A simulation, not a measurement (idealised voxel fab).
process module | voxel quadruple lines
cross-section cut | 265 nm wide | cells 5 nm
A cross-section is a grid of square cells, given in bands from the top down. A band is one or more rows of cells.
Each band's line starts with the height of the band's top and of its bottom, in nm. Then come its materials from left to right, each with its width in nm. One material with "throughout" fills the band from edge to edge. "air" is empty space.
Height 0 is the level under which the wafer as received is all one material. The lowest band goes on downwards, as in "0 down".
A width such as "30 to 40" changes by the same amount from each row of cells to the next, from the band's top row to its bottom row.
"no change" after a step means that no cell of the cross-section changed.
closed voids: empty space of 8 cells or more with no open way to the top, each as width x height at its distance from the left edge, in nm
after a step's settings: what the simulator itself notes on the step
overlay nm, on a step with a mask: how far to the right of its planned place the mask lay; to the left if negative
plan
1 op RECEIVE | material Si
2 op CONFORMAL_DEP | material SiO2 | thk nm 5
3 op DIRECTIONAL_DEP | material TiN | thk nm 10
4 op DIRECTIONAL_DEP | material polySi | thk nm 15
5 op DIRECTIONAL_DEP | material aC | thk nm 25
6 op PATTERN | tone cover | mask id MANDREL | material resist | width nm 25 | pitch nm 80 | thk nm 30 | overlay nm 0
7 op DIRECTIONAL_ETCH | etch materials aC | depth nm 25
8 op STRIP | etch materials resist
9 op CONFORMAL_DEP | material SiO2 | thk nm 15
10 op DIRECTIONAL_ETCH | etch materials SiO2 | depth nm 15
11 op STRIP | etch materials aC
12 op DIRECTIONAL_ETCH | etch materials polySi | depth nm 15
13 op STRIP | etch materials SiO2
14 op CONFORMAL_DEP | material SiCN | thk nm 5
15 op DIRECTIONAL_ETCH | etch materials SiCN | depth nm 5
16 op STRIP | etch materials polySi
17 op DIRECTIONAL_ETCH | etch materials TiN | depth nm 10
18 op STRIP | etch materials SiCN
as received, after step 1
  0 down: Si throughout
  closed voids: none
a wafer at the end: this start, this plan, one mistake
  25 to 15: air 60 | TiN 5 | air 15 | TiN 5 | air 15 | TiN 5 | air 15 | TiN 5 | air 15 | TiN 5 | air 15 | TiN 5 | air 15 | TiN 5 | air 15 | TiN 5 | air 60
  15 to 0: SiO2 throughout
  0 down: Si throughout
  closed voids: none
what went wrong: step 2 ran as: op CONFORMAL_DEP | material SiO2 | thk nm 15
